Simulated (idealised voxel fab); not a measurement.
Herein follows the process module entitled voxel transistor to metal.
It is cross-section cut that appears here, measuring 170 nm in width, its square cells being 5 nm in size.
In this document a cross-section is written as a grid of square cells. It is given as a series of bands, listed from the top down, and a band is one or more rows of cells. Per band: top height and bottom height in nm, followed by the left-to-right materials and their widths in nm; "everywhere" marks a single material spanning edge to edge, "air" marks empty space. Basically, 0 is our baseline, since under it the wafer straight out of the box is all one material. The bottom band has no lower end and keeps on going down, so it looks like "top 0, no bottom". Width "30 to 40": first value at the band's top row of cells, second value at its bottom row, equal change from row to row. No cell of the cross-section changed in a step that is given as "remains unaltered". Look at "Voids lacking openings" for the closed voids: empty spaces with no open path to the top, sized 8 cells or up. Each is width x height at distance, distance from the left edge, all nm. On each step's line, the part that comes after the settings is the simulator's own comment on the step. "overlay nm" denotes, for a step that has a mask, the displacement of the mask to the right of its planned place, with negative values corresponding to the left. Guide to the pairs. Each holds a before and an after cross-section around one process step; the after cross-section is cut off at the lowest band that changed. Look under the pair for the step between them and its settings. Pairs can come from different runs of this module on the same starting wafer, so a pair follows on from the one above it only where its entry headed "Pre-step snapshot" says it does.

[Pre-step snapshot]
  top 75, bottom 65 = aC everywhere
  top 65, bottom 45 = SiO2 everywhere
  top 45, bottom 40 = SiCN everywhere
  top 40, bottom 30 = 30 SiO2 | 5 TiN | 25 W | 5 TiN | 35 SiO2 | 5 TiN | 25 W | 5 TiN | 35 SiO2
  top 30, bottom 20 = 30 SiO2 | 5 TiN | 25 W | 5 TiN | 5 SiO2 | 25 SiCN | 5 SiO2 | 5 TiN | 25 W | 5 TiN | 35 SiO2
  top 20, bottom 15 = 30 SiO2 | 5 TiN | 25 W | 5 TiN | 5 SiO2 | 25 polySi | 5 SiO2 | 5 TiN | 25 W | 5 TiN | 35 SiO2
  top 15, bottom 10 = 30 SiO2 | 35 TiN | 5 SiO2 | 25 polySi | 5 SiO2 | 35 TiN | 35 SiO2
  top 10, bottom 0 = 50 SiO2 | 15 pSi | 5 SiO2 | 25 polySi | 5 SiO2 | 15 pSi | 55 SiO2
  top 0, bottom -5 = 20 SiO2 | 45 pSi | 35 SiO2 | 45 pSi | 25 SiO2
  top -5, bottom -15 = 20 SiO2 | 45 pSi | 35 Si | 45 pSi | 25 SiO2
  top -15, bottom -35 = 20 SiO2 | 125 Si | 25 SiO2
  top -35, no bottom = Si everywhere
  Voids lacking openings: none

[Cross-Section After Step]
  top 100, bottom 75 = 30 resist | 20 air | 65 resist | 20 air | 35 resist
  below 75: unchanged
  Voids lacking openings: none
So what happened between those two cross-sections up there? PATTERN, tone open, mask id METAL_1, material resist, width nm 20, pitch nm 85, thk nm 25, overlay nm 0

Pre-step snapshot: Reference is made to the cross-section shown after the step in the pair directly above, which represents the state prior to this step.

[Cross-Section After Step]
  top 90, bottom 75 = 30 resist | 20 air | 65 resist | 20 air | 35 resist
  top 75, bottom 65 = 30 aC | 20 air | 65 aC | 20 air | 35 aC
  below 65: unchanged
  Voids lacking openings: none
So what happened between those two cross-sections up there? DIRECTIONAL_ETCH, etch materials aC, depth nm 10

Pre-step snapshot: Reference is made to the cross-section shown after the step in the pair directly above, which represents the state prior to this step.

[Cross-Section After Step]
  top 75, bottom 65 = 30 aC | 20 air | 65 aC | 20 air | 35 aC
  below 65: unchanged
  Voids lacking openings: none
So what happened between those two cross-sections up there? STRIP, etch materials resist

Pre-step snapshot: Reference is made to the cross-section shown after the step in the pair directly above, which represents the state prior to this step.

[Cross-Section After Step]
  top 75, bottom 65 = 30 aC | 20 air | 65 aC | 20 air | 35 aC
  top 65, bottom 45 = 30 SiO2 | 20 air | 65 SiO2 | 20 air | 35 SiO2
  below 45: unchanged
  Voids lacking openings: none
So what happened between those two cross-sections up there? DIRECTIONAL_ETCH, etch materials SiO2, depth nm 20

Pre-step snapshot: Reference is made to the cross-section shown after the step in the pair directly above, which represents the state prior to this step.

[Cross-Section After Step]
  top 75, bottom 65 = 30 aC | 20 air | 65 aC | 20 air | 35 aC
  top 65, bottom 45 = 30 SiO2 | 20 air | 65 SiO2 | 20 air | 35 SiO2
  top 45, bottom 40 = 30 SiCN | 20 air | 65 SiCN | 20 air | 35 SiCN
  below 40: unchanged
  Voids lacking openings: none
So what happened between those two cross-sections up there? DIRECTIONAL_ETCH, etch materials SiCN, depth nm 5

Pre-step snapshot: Reference is made to the cross-section shown after the step in the pair directly above, which represents the state prior to this step.

[Cross-Section After Step]
  top 65, bottom 45 = 30 SiO2 | 20 air | 65 SiO2 | 20 air | 35 SiO2
  below 45: unchanged
  Voids lacking openings: none
So what happened between those two cross-sections up there? STRIP, etch materials aC

Pre-step snapshot: Reference is made to the cross-section shown after the step in the pair directly above, which represents the state prior to this step.

[Cross-Section After Step]
  top 70, bottom 65 = 35 TiN | 10 air | 75 TiN | 10 air | 40 TiN
  top 65, bottom 45 = 30 SiO2 | 5 TiN | 10 air | 5 TiN | 65 SiO2 | 5 TiN | 10 air | 5 TiN | 35 SiO2
  top 45, bottom 40 = 30 SiCN | 20 TiN | 65 SiCN | 20 TiN | 35 SiCN
  below 40: unchanged
  Voids lacking openings: none
So what happened between those two cross-sections up there? CONFORMAL_DEP, material TiN, thk nm 5

Pre-step snapshot: Reference is made to the cross-section shown after the step in the pair directly above, which represents the state prior to this step.

[Cross-Section After Step]
  top 80, bottom 70 = Cu everywhere
  top 70, bottom 65 = 35 TiN | 10 Cu | 75 TiN | 10 Cu | 40 TiN
  top 65, bottom 45 = 30 SiO2 | 5 TiN | 10 Cu | 5 TiN | 65 SiO2 | 5 TiN | 10 Cu | 5 TiN | 35 SiO2
  below 45: unchanged
  Voids lacking openings: none
So what happened between those two cross-sections up there? FILL_DEP, material Cu, thk nm 10

Pre-step snapshot: Reference is made to the cross-section shown after the step in the pair directly above, which represents the state prior to this step.

[Cross-Section After Step]
  top 65, bottom 45 = 30 SiO2 | 5 TiN | 10 Cu | 5 TiN | 65 SiO2 | 5 TiN | 10 Cu | 5 TiN | 35 SiO2
  below 45: unchanged
  Voids lacking openings: none
So what happened between those two cross-sections up there? CMP, height nm 65

Pre-step snapshot: Reference is made to the cross-section shown after the step in the pair directly above, which represents the state prior to this step.

[Cross-Section After Step]
  top 70, bottom 65 = SiCN everywhere
  below 65: unchanged
  Voids lacking openings: none
So what happened between those two cross-sections up there? CONFORMAL_DEP, material SiCN, thk nm 5

[Pre-step snapshot]
  top 20, bottom 5 = 20 air | 125 SiN | 25 air
  top 5, bottom 0 = 20 air | 125 SiO2 | 25 air
  top 0, bottom -35 = 20 air | 125 Si | 25 air
  top -35, no bottom = Si everywhere
  Voids lacking openings: none

[Cross-Section After Step]
  top 20, bottom 5 = 20 air | 125 SiN | 25 air
  top 5, bottom 0 = 20 air | 125 SiO2 | 25 air
  top 0, bottom -70 = 20 air | 125 Si | 25 air
  below -70: unchanged
  Voids lacking openings: none
So what happened between those two cross-sections up there? MASKED_ETCH, tone cover, mask id ACTIVE, width nm 125, etch materials Si, depth nm 35, overlay nm 0

Pre-step snapshot: Reference is made to the cross-section shown after the step in the pair directly above, which represents the state prior to this step.

[Cross-Section After Step]
  top 30, bottom 20 = SiO2 everywhere
  top 20, bottom 5 = 20 SiO2 | 125 SiN | 25 SiO2
  top 5, bottom 0 = SiO2 everywhere
  top 0, bottom -70 = 20 SiO2 | 125 Si | 25 SiO2
  below -70: unchanged
  Voids lacking openings: none
So what happened between those two cross-sections up there? FILL_DEP, material SiO2, thk nm 10

Pre-step snapshot: Reference is made to the cross-section shown after the step in the pair directly above, which represents the state prior to this step.

[Cross-Section After Step]
  top 20, bottom 5 = 20 SiO2 | 125 SiN | 25 SiO2
  below 5: unchanged
  Voids lacking openings: none
So what happened between those two cross-sections up there? CMP, height nm 20

Pre-step snapshot: Reference is made to the cross-section shown after the step in the pair directly above, which represents the state prior to this step.

[Cross-Section After Step]
  top 20, bottom 10 = 20 air | 125 SiN | 25 air
  below 10: unchanged
  Voids lacking openings: none
So what happened between those two cross-sections up there? SELECTIVE_ETCH, etch materials SiO2, depth nm 10

Pre-step snapshot: Reference is made to the cross-section shown after the step in the pair directly above, which represents the state prior to this step.

[Cross-Section After Step]
  top 10, bottom 5 = 20 SiO2 | 125 air | 25 SiO2
  below 5: unchanged
  Voids lacking openings: none
So what happened between those two cross-sections up there? STRIP, etch materials SiN

Pre-step snapshot: Reference is made to the cross-section shown after the step in the pair directly above, which represents the state prior to this step.

[Cross-Section After Step]
  top 5, bottom 0 = 15 SiO2 | 135 air | 20 SiO2
  below 0: unchanged
  Voids lacking openings: none
So what happened between those two cross-sections up there? SELECTIVE_ETCH, etch materials SiO2, depth nm 5

Pre-step snapshot: Reference is made to the cross-section shown after the step in the pair directly above, which represents the state prior to this step.

[Cross-Section After Step]
  top 5, bottom 0 = 15 SiO2 | 135 air | 20 SiO2
  top 0, bottom -5 = SiO2 everywhere
  below -5: unchanged
  Voids lacking openings: none
So what happened between those two cross-sections up there? OXIDIZE, depth nm 5

Pre-step snapshot: Reference is made to the cross-section shown after the step in the pair directly above, which represents the state prior to this step.

[Cross-Section After Step]
  top 25, bottom 20 = 15 polySi | 135 air | 20 polySi
  top 20, bottom 5 = polySi everywhere
  top 5, bottom 0 = 15 SiO2 | 135 polySi | 20 SiO2
  below 0: unchanged
  Voids lacking openings: none
So what happened between those two cross-sections up there? DIRECTIONAL_DEP, material polySi, thk nm 20

Pre-step snapshot: Reference is made to the cross-section shown after the step in the pair directly above, which represents the state prior to this step.

[Cross-Section After Step]
  top 35, bottom 30 = 15 SiCN | 135 air | 20 SiCN
  top 30, bottom 25 = SiCN everywhere
  top 25, bottom 20 = 15 polySi | 135 SiCN | 20 polySi
  below 20: unchanged
  Voids lacking openings: none
So what happened between those two cross-sections up there? DIRECTIONAL_DEP, material SiCN, thk nm 10

Pre-step snapshot: Reference is made to the cross-section shown after the step in the pair directly above, which represents the state prior to this step.

[Cross-Section After Step]
  top 55, bottom 35 = 70 air | 25 resist | 75 air
  top 35, bottom 30 = 15 SiCN | 55 air | 25 resist | 55 air | 20 SiCN
  below 30: unchanged
  Voids lacking openings: none
So what happened between those two cross-sections up there? PATTERN, tone cover, mask id GATE, material resist, width nm 25, thk nm 20, overlay nm 0

Pre-step snapshot: Reference is made to the cross-section shown after the step in the pair directly above, which represents the state prior to this step.

[Cross-Section After Step]
  top 55, bottom 30 = 70 air | 25 resist | 75 air
  top 30, bottom 25 = 70 air | 25 SiCN | 75 air
  top 25, bottom 20 = 15 polySi | 55 air | 25 SiCN | 55 air | 20 polySi
  below 20: unchanged
  Voids lacking openings: none
So what happened between those two cross-sections up there? DIRECTIONAL_ETCH, etch materials SiCN, depth nm 20

Pre-step snapshot: Reference is made to the cross-section shown after the step in the pair directly above, which represents the state prior to this step.

[Cross-Section After Step]
  top 55, bottom 30 = 70 air | 25 resist | 75 air
  top 30, bottom 20 = 70 air | 25 SiCN | 75 air
  top 20, bottom 5 = 70 air | 25 polySi | 75 air
  top 5, bottom 0 = 15 SiO2 | 55 air | 25 polySi | 55 air | 20 SiO2
  below 0: unchanged
  Voids lacking openings: none
So what happened between those two cross-sections up there? DIRECTIONAL_ETCH, etch materials polySi, depth nm 30

Pre-step snapshot: Reference is made to the cross-section shown after the step in the pair directly above, which represents the state prior to this step.

[Cross-Section After Step]
  top 30, bottom 20 = 70 air | 25 SiCN | 75 air
  below 20: unchanged
  Voids lacking openings: none
So what happened between those two cross-sections up there? STRIP, etch materials resist

Pre-step snapshot: Reference is made to the cross-section shown after the step in the pair directly above, which represents the state prior to this step.

[Cross-Section After Step]
  top 35, bottom 30 = 65 air | 35 SiO2 | 70 air
  top 30, bottom 20 = 65 air | 5 SiO2 | 25 SiCN | 5 SiO2 | 70 air
  top 20, bottom 10 = 65 air | 5 SiO2 | 25 polySi | 5 SiO2 | 70 air
  top 10, bottom 5 = 20 SiO2 | 45 air | 5 SiO2 | 25 polySi | 5 SiO2 | 45 air | 25 SiO2
  top 5, bottom 0 = 70 SiO2 | 25 polySi | 75 SiO2
  below 0: unchanged
  Voids lacking openings: none
So what happened between those two cross-sections up there? CONFORMAL_DEP, material SiO2, thk nm 5

Pre-step snapshot: Reference is made to the cross-section shown after the step in the pair directly above, which represents the state prior to this step.

[Cross-Section After Step]
  top 30, bottom 20 = 65 air | 5 SiO2 | 25 SiCN | 5 SiO2 | 70 air
  top 20, bottom 5 = 65 air | 5 SiO2 | 25 polySi | 5 SiO2 | 70 air
  top 5, bottom 0 = 20 SiO2 | 45 air | 5 SiO2 | 25 polySi | 5 SiO2 | 45 air | 25 SiO2
  below 0: unchanged
  Voids lacking openings: none
So what happened between those two cross-sections up there? DIRECTIONAL_ETCH, etch materials SiO2, depth nm 5

Pre-step snapshot: Reference is made to the cross-section shown after the step in the pair directly above, which represents the state prior to this step.

[Cross-Section After Step]
  top 40, bottom 30 = 55 air | 55 SiN | 60 air
  top 30, bottom 20 = 55 air | 10 SiN | 5 SiO2 | 25 SiCN | 5 SiO2 | 10 SiN | 60 air
  top 20, bottom 15 = 55 air | 10 SiN | 5 SiO2 | 25 polySi | 5 SiO2 | 10 SiN | 60 air
  top 15, bottom 10 = 30 SiN | 25 air | 10 SiN | 5 SiO2 | 25 polySi | 5 SiO2 | 10 SiN | 25 air | 35 SiN
  top 10, bottom 5 = 65 SiN | 5 SiO2 | 25 polySi | 5 SiO2 | 70 SiN
  top 5, bottom 0 = 20 SiO2 | 45 SiN | 5 SiO2 | 25 polySi | 5 SiO2 | 45 SiN | 25 SiO2
  below 0: unchanged
  Voids lacking openings: none
So what happened between those two cross-sections up there? CONFORMAL_DEP, material SiN, thk nm 10

Pre-step snapshot: Reference is made to the cross-section shown after the step in the pair directly above, which represents the state prior to this step.

[Cross-Section After Step]
  top 30, bottom 20 = 55 air | 10 SiN | 5 SiO2 | 25 SiCN | 5 SiO2 | 10 SiN | 60 air
  top 20, bottom 5 = 55 air | 10 SiN | 5 SiO2 | 25 polySi | 5 SiO2 | 10 SiN | 60 air
  top 5, bottom 0 = 20 SiO2 | 10 SiN | 25 air | 10 SiN | 5 SiO2 | 25 polySi | 5 SiO2 | 10 SiN | 25 air | 10 SiN | 25 SiO2
  below 0: unchanged
  Voids lacking openings: none
So what happened between those two cross-sections up there? DIRECTIONAL_ETCH, etch materials SiN, depth nm 10

Pre-step snapshot: Reference is made to the cross-section shown after the step in the pair directly above, which represents the state prior to this step.

[Cross-Section After Step]
  top 30, bottom 25 = 55 air | 10 SiN | 5 air | 25 SiCN | 5 air | 10 SiN | 60 air
  top 25, bottom 20 = 55 air | 10 SiN | 5 SiO2 | 25 SiCN | 5 SiO2 | 10 SiN | 60 air
  top 20, bottom 5 = 55 air | 10 SiN | 5 SiO2 | 25 polySi | 5 SiO2 | 10 SiN | 60 air
  top 5, bottom 0 = 20 air | 10 SiN | 25 air | 10 SiN | 5 SiO2 | 25 polySi | 5 SiO2 | 10 SiN | 25 air | 10 SiN | 25 air
  top 0, bottom -5 = 30 SiO2 | 25 air | 55 SiO2 | 25 air | 35 SiO2
  below -5: unchanged
  Voids lacking openings: none
So what happened between those two cross-sections up there? DIRECTIONAL_ETCH, etch materials SiO2, depth nm 5

Pre-step snapshot: Reference is made to the cross-section shown after the step in the pair directly above, which represents the state prior to this step.

[Cross-Section After Step]
  top 30, bottom 25 = 55 air | 10 SiN | 5 air | 25 SiCN | 5 air | 10 SiN | 60 air
  top 25, bottom 20 = 55 air | 10 SiN | 5 SiO2 | 25 SiCN | 5 SiO2 | 10 SiN | 60 air
  top 20, bottom 5 = 55 air | 10 SiN | 5 SiO2 | 25 polySi | 5 SiO2 | 10 SiN | 60 air
  top 5, bottom 0 = 20 air | 10 SiN | 25 air | 10 SiN | 5 SiO2 | 25 polySi | 5 SiO2 | 10 SiN | 25 air | 10 SiN | 25 air
  top 0, bottom -5 = 30 SiO2 | 25 air | 55 SiO2 | 25 air | 35 SiO2
  top -5, bottom -15 = 20 SiO2 | 10 Si | 25 air | 55 Si | 25 air | 10 Si | 25 SiO2
  below -15: unchanged
  Voids lacking openings: none
So what happened between those two cross-sections up there? DIRECTIONAL_ETCH, etch materials Si, depth nm 10

Pre-step snapshot: Reference is made to the cross-section shown after the step in the pair directly above, which represents the state prior to this step.

[Cross-Section After Step]
  top 30, bottom 25 = 55 air | 10 SiN | 5 air | 25 SiCN | 5 air | 10 SiN | 60 air
  top 25, bottom 20 = 55 air | 10 SiN | 5 SiO2 | 25 SiCN | 5 SiO2 | 10 SiN | 60 air
  top 20, bottom 10 = 55 air | 10 SiN | 5 SiO2 | 25 polySi | 5 SiO2 | 10 SiN | 60 air
  top 10, bottom 5 = 25 air | 30 pSi | 10 SiN | 5 SiO2 | 25 polySi | 5 SiO2 | 10 SiN | 30 pSi | 30 air
  top 5, bottom 0 = 20 air | 10 SiN | 25 pSi | 10 SiN | 5 SiO2 | 25 polySi | 5 SiO2 | 10 SiN | 25 pSi | 10 SiN | 25 air
  top 0, bottom -5 = 30 SiO2 | 25 pSi | 55 SiO2 | 25 pSi | 35 SiO2
  top -5, bottom -15 = 20 SiO2 | 10 Si | 25 pSi | 55 Si | 25 pSi | 10 Si | 25 SiO2
  below -15: unchanged
  Voids lacking openings: none
So what happened between those two cross-sections up there? EPI, material pSi, thk nm 15

Pre-step snapshot: Reference is made to the cross-section shown after the step in the pair directly above, which represents the state prior to this step.

[Cross-Section After Step]
  top 35, bottom 30 = SiO2 everywhere
  top 30, bottom 20 = 55 SiO2 | 10 SiN | 5 SiO2 | 25 SiCN | 5 SiO2 | 10 SiN | 60 SiO2
  top 20, bottom 10 = 55 SiO2 | 10 SiN | 5 SiO2 | 25 polySi | 5 SiO2 | 10 SiN | 60 SiO2
  top 10, bottom 5 = 25 SiO2 | 30 pSi | 10 SiN | 5 SiO2 | 25 polySi | 5 SiO2 | 10 SiN | 30 pSi | 30 SiO2
  top 5, bottom 0 = 20 SiO2 | 10 SiN | 25 pSi | 10 SiN | 5 SiO2 | 25 polySi | 5 SiO2 | 10 SiN | 25 pSi | 10 SiN | 25 SiO2
  below 0: unchanged
  Voids lacking openings: none
So what happened between those two cross-sections up there? FILL_DEP, material SiO2, thk nm 5

Pre-step snapshot: Reference is made to the cross-section shown after the step in the pair directly above, which represents the state prior to this step.

[Cross-Section After Step]
  top 30, bottom 20 = 55 SiO2 | 10 SiN | 5 SiO2 | 25 SiCN | 5 SiO2 | 10 SiN | 60 SiO2
  below 20: unchanged
  Voids lacking openings: none
So what happened between those two cross-sections up there? CMP, height nm 30

Pre-step snapshot: Reference is made to the cross-section shown after the step in the pair directly above, which represents the state prior to this step.

[Cross-Section After Step]
  top 40, bottom 30 = SiO2 everywhere
  below 30: unchanged
  Voids lacking openings: none
So what happened between those two cross-sections up there? DIRECTIONAL_DEP, material SiO2, thk nm 10

Pre-step snapshot: Reference is made to the cross-section shown after the step in the pair directly above, which represents the state prior to this step.

[Cross-Section After Step]
  top 40, bottom 30 = 30 SiO2 | 35 air | 35 SiO2 | 35 air | 35 SiO2
  top 30, bottom 20 = 30 SiO2 | 25 air | 10 SiN | 5 SiO2 | 25 SiCN | 5 SiO2 | 10 SiN | 25 air | 35 SiO2
  top 20, bottom 10 = 30 SiO2 | 25 air | 10 SiN | 5 SiO2 | 25 polySi | 5 SiO2 | 10 SiN | 25 air | 35 SiO2
  below 10: unchanged
  Voids lacking openings: none
So what happened between those two cross-sections up there? MASKED_ETCH, tone open, mask id CONTACT, width nm 35, pitch nm 70, etch materials SiO2, depth nm 30, overlay nm 0

Pre-step snapshot: Reference is made to the cross-section shown after the step in the pair directly above, which represents the state prior to this step.

[Cross-Section After Step]
  top 45, bottom 40 = 35 TiN | 25 air | 45 TiN | 25 air | 40 TiN
  top 40, bottom 30 = 30 SiO2 | 5 TiN | 25 to 15 air | 5 to 15 TiN | 35 SiO2 | 5 to 15 TiN | 25 to 15 air | 5 TiN | 35 SiO2
  top 30, bottom 20 = 30 SiO2 | 5 TiN | 15 air | 5 TiN | 10 SiN | 5 SiO2 | 25 SiCN | 5 SiO2 | 10 SiN | 5 TiN | 15 air | 5 TiN | 35 SiO2
  top 20, bottom 15 = 30 SiO2 | 5 TiN | 15 air | 5 TiN | 10 SiN | 5 SiO2 | 25 polySi | 5 SiO2 | 10 SiN | 5 TiN | 15 air | 5 TiN | 35 SiO2
  top 15, bottom 10 = 30 SiO2 | 25 TiN | 10 SiN | 5 SiO2 | 25 polySi | 5 SiO2 | 10 SiN | 25 TiN | 35 SiO2
  below 10: unchanged
  Voids lacking openings: none
So what happened between those two cross-sections up there? CONFORMAL_DEP, material TiN, thk nm 5

Pre-step snapshot: Reference is made to the cross-section shown after the step in the pair directly above, which represents the state prior to this step.

[Cross-Section After Step]
  top 50, bottom 45 = W everywhere
  top 45, bottom 40 = 35 TiN | 25 W | 45 TiN | 25 W | 40 TiN
  top 40, bottom 30 = 30 SiO2 | 5 TiN | 25 to 15 W | 5 to 15 TiN | 35 SiO2 | 5 to 15 TiN | 25 to 15 W | 5 TiN | 35 SiO2
  top 30, bottom 20 = 30 SiO2 | 5 TiN | 15 W | 5 TiN | 10 SiN | 5 SiO2 | 25 SiCN | 5 SiO2 | 10 SiN | 5 TiN | 15 W | 5 TiN | 35 SiO2
  top 20, bottom 15 = 30 SiO2 | 5 TiN | 15 W | 5 TiN | 10 SiN | 5 SiO2 | 25 polySi | 5 SiO2 | 10 SiN | 5 TiN | 15 W | 5 TiN | 35 SiO2
  below 15: unchanged
  Voids lacking openings: none
So what happened between those two cross-sections up there? FILL_DEP, material W, thk nm 5

Pre-step snapshot: Reference is made to the cross-section shown after the step in the pair directly above, which represents the state prior to this step.

[Cross-Section After Step]
  top 40, bottom 30 = 30 SiO2 | 5 TiN | 25 to 15 W | 5 to 15 TiN | 35 SiO2 | 5 to 15 TiN | 25 to 15 W | 5 TiN | 35 SiO2
  below 30: unchanged
  Voids lacking openings: none
So what happened between those two cross-sections up there? CMP, height nm 40

Pre-step snapshot: Reference is made to the cross-section shown after the step in the pair directly above, which represents the state prior to this step.

[Cross-Section After Step]
  top 45, bottom 40 = SiCN everywhere
  below 40: unchanged
  Voids lacking openings: none
So what happened between those two cross-sections up there? CONFORMAL_DEP, material SiCN, thk nm 5

Pre-step snapshot: Reference is made to the cross-section shown after the step in the pair directly above, which represents the state prior to this step.

[Cross-Section After Step]
  top 65, bottom 45 = SiO2 everywhere
  below 45: unchanged
  Voids lacking openings: none
So what happened between those two cross-sections up there? DIRECTIONAL_DEP, material SiO2, thk nm 20

Pre-step snapshot: Reference is made to the cross-section shown after the step in the pair directly above, which represents the state prior to this step.

[Cross-Section After Step]
  top 75, bottom 65 = aC everywhere
  below 65: unchanged
  Voids lacking openings: none
So what happened between those two cross-sections up there? DIRECTIONAL_DEP, material aC, thk nm 10

Pre-step snapshot: Reference is made to the cross-section shown after the step in the pair directly above, which represents the state prior to this step.

[Cross-Section After Step]
  top 100, bottom 75 = 30 resist | 20 air | 65 resist | 20 air | 35 resist
  below 75: unchanged
  Voids lacking openings: none
So what happened between those two cross-sections up there? PATTERN, tone open, mask id METAL_1, material resist, width nm 20, pitch nm 85, thk nm 25, overlay nm 0

Pre-step snapshot: Reference is made to the cross-section shown after the step in the pair directly above, which represents the state prior to this step.

[Cross-Section After Step]
  top 90, bottom 75 = 30 resist | 20 air | 65 resist | 20 air | 35 resist
  top 75, bottom 65 = 30 aC | 20 air | 65 aC | 20 air | 35 aC
  below 65: unchanged
  Voids lacking openings: none
So what happened between those two cross-sections up there? DIRECTIONAL_ETCH, etch materials aC, depth nm 10

Pre-step snapshot: Reference is made to the cross-section shown after the step in the pair directly above, which represents the state prior to this step.

[Cross-Section After Step]
  top 75, bottom 65 = 30 aC | 20 air | 65 aC | 20 air | 35 aC
  below 65: unchanged
  Voids lacking openings: none
So what happened between those two cross-sections up there? STRIP, etch materials resist

Pre-step snapshot: Reference is made to the cross-section shown after the step in the pair directly above, which represents the state prior to this step.

[Cross-Section After Step]
  top 75, bottom 65 = 30 aC | 20 air | 65 aC | 20 air | 35 aC
  top 65, bottom 45 = 30 SiO2 | 20 air | 65 SiO2 | 20 air | 35 SiO2
  below 45: unchanged
  Voids lacking openings: none
So what happened between those two cross-sections up there? DIRECTIONAL_ETCH, etch materials SiO2, depth nm 20

Pre-step snapshot: Reference is made to the cross-section shown after the step in the pair directly above, which represents the state prior to this step.

[Cross-Section After Step]
  top 75, bottom 65 = 30 aC | 20 air | 65 aC | 20 air | 35 aC
  top 65, bottom 45 = 30 SiO2 | 20 air | 65 SiO2 | 20 air | 35 SiO2
  top 45, bottom 40 = 30 SiCN | 20 air | 65 SiCN | 20 air | 35 SiCN
  below 40: unchanged
  Voids lacking openings: none
So what happened between those two cross-sections up there? DIRECTIONAL_ETCH, etch materials SiCN, depth nm 5

Pre-step snapshot: Reference is made to the cross-section shown after the step in the pair directly above, which represents the state prior to this step.

[Cross-Section After Step]
  top 65, bottom 45 = 30 SiO2 | 20 air | 65 SiO2 | 20 air | 35 SiO2
  below 45: unchanged
  Voids lacking openings: none
So what happened between those two cross-sections up there? STRIP, etch materials aC

Pre-step snapshot: Reference is made to the cross-section shown after the step in the pair directly above, which represents the state prior to this step.

[Cross-Section After Step]
  top 70, bottom 65 = 35 TiN | 10 air | 75 TiN | 10 air | 40 TiN
  top 65, bottom 45 = 30 SiO2 | 5 TiN | 10 air | 5 TiN | 65 SiO2 | 5 TiN | 10 air | 5 TiN | 35 SiO2
  top 45, bottom 40 = 30 SiCN | 20 TiN | 65 SiCN | 20 TiN | 35 SiCN
  below 40: unchanged
  Voids lacking openings: none
So what happened between those two cross-sections up there? CONFORMAL_DEP, material TiN, thk nm 5

Pre-step snapshot: Reference is made to the cross-section shown after the step in the pair directly above, which represents the state prior to this step.

[Cross-Section After Step]
  top 80, bottom 70 = Cu everywhere
  top 70, bottom 65 = 35 TiN | 10 Cu | 75 TiN | 10 Cu | 40 TiN
  top 65, bottom 45 = 30 SiO2 | 5 TiN | 10 Cu | 5 TiN | 65 SiO2 | 5 TiN | 10 Cu | 5 TiN | 35 SiO2
  below 45: unchanged
  Voids lacking openings: none
So what happened between those two cross-sections up there? FILL_DEP, material Cu, thk nm 10

Pre-step snapshot: Reference is made to the cross-section shown after the step in the pair directly above, which represents the state prior to this step.

[Cross-Section After Step]
  top 65, bottom 45 = 30 SiO2 | 5 TiN | 10 Cu | 5 TiN | 65 SiO2 | 5 TiN | 10 Cu | 5 TiN | 35 SiO2
  below 45: unchanged
  Voids lacking openings: none
So what happened between those two cross-sections up there? CMP, height nm 65

Pre-step snapshot: Reference is made to the cross-section shown after the step in the pair directly above, which represents the state prior to this step.

[Cross-Section After Step]
  top 70, bottom 65 = SiCN everywhere
  below 65: unchanged
  Voids lacking openings: none
So what happened between those two cross-sections up there? CONFORMAL_DEP, material SiCN, thk nm 5

[Pre-step snapshot]
  top 40, bottom 30 = 30 SiO2 | 5 TiN | 25 to 15 W | 5 to 15 TiN | 35 SiO2 | 5 to 15 TiN | 25 to 15 W | 5 TiN | 35 SiO2
  top 30, bottom 20 = 30 SiO2 | 5 TiN | 15 W | 5 TiN | 10 SiN | 5 SiO2 | 25 SiCN | 5 SiO2 | 10 SiN | 5 TiN | 15 W | 5 TiN | 35 SiO2
  top 20, bottom 15 = 30 SiO2 | 5 TiN | 15 W | 5 TiN | 10 SiN | 5 SiO2 | 25 polySi | 5 SiO2 | 10 SiN | 5 TiN | 15 W | 5 TiN | 35 SiO2
  top 15, bottom 10 = 30 SiO2 | 25 TiN | 10 SiN | 5 SiO2 | 25 polySi | 5 SiO2 | 10 SiN | 25 TiN | 35 SiO2
  top 10, bottom 5 = 25 SiO2 | 30 pSi | 10 SiN | 5 SiO2 | 25 polySi | 5 SiO2 | 10 SiN | 30 pSi | 30 SiO2
  top 5, bottom 0 = 20 SiO2 | 10 SiN | 25 pSi | 10 SiN | 5 SiO2 | 25 polySi | 5 SiO2 | 10 SiN | 25 pSi | 10 SiN | 25 SiO2
  top 0, bottom -5 = 30 SiO2 | 25 pSi | 55 SiO2 | 25 pSi | 35 SiO2
  top -5, bottom -15 = 20 SiO2 | 10 Si | 25 pSi | 55 Si | 25 pSi | 10 Si | 25 SiO2
  top -15, bottom -35 = 20 SiO2 | 125 Si | 25 SiO2
  top -35, no bottom = Si everywhere
  Voids lacking openings: none

[Cross-Section After Step]
  top 60, bottom 40 = SiO2 everywhere
  below 40: unchanged
  Voids lacking openings: none
So what happened between those two cross-sections up there? DIRECTIONAL_DEP, material SiO2, thk nm 20

Pre-step snapshot: Reference is made to the cross-section shown after the step in the pair directly above, which represents the state prior to this step.

[Cross-Section After Step]
  top 65, bottom 60 = SiCN everywhere
  below 60: unchanged
  Voids lacking openings: none
So what happened between those two cross-sections up there? CONFORMAL_DEP, material SiCN, thk nm 5

Pre-step snapshot: Reference is made to the cross-section shown after the step in the pair directly above, which represents the state prior to this step.

[Cross-Section After Step]
  top 75, bottom 65 = aC everywhere
  below 65: unchanged
  Voids lacking openings: none
So what happened between those two cross-sections up there? DIRECTIONAL_DEP, material aC, thk nm 10

Pre-step snapshot: Reference is made to the cross-section shown after the step in the pair directly above, which represents the state prior to this step.

[Cross-Section After Step]
  top 100, bottom 75 = 30 resist | 20 air | 65 resist | 20 air | 35 resist
  below 75: unchanged
  Voids lacking openings: none
So what happened between those two cross-sections up there? PATTERN, tone open, mask id METAL_1, material resist, width nm 20, pitch nm 85, thk nm 25, overlay nm 0

Pre-step snapshot: Reference is made to the cross-section shown after the step in the pair directly above, which represents the state prior to this step.

[Cross-Section After Step]
  top 90, bottom 75 = 30 resist | 20 air | 65 resist | 20 air | 35 resist
  top 75, bottom 65 = 30 aC | 20 air | 65 aC | 20 air | 35 aC
  below 65: unchanged
  Voids lacking openings: none
So what happened between those two cross-sections up there? DIRECTIONAL_ETCH, etch materials aC, depth nm 10

Pre-step snapshot: Reference is made to the cross-section shown after the step in the pair directly above, which represents the state prior to this step.

[Cross-Section After Step]
  top 75, bottom 65 = 30 aC | 20 air | 65 aC | 20 air | 35 aC
  below 65: unchanged
  Voids lacking openings: none
So what happened between those two cross-sections up there? STRIP, etch materials resist
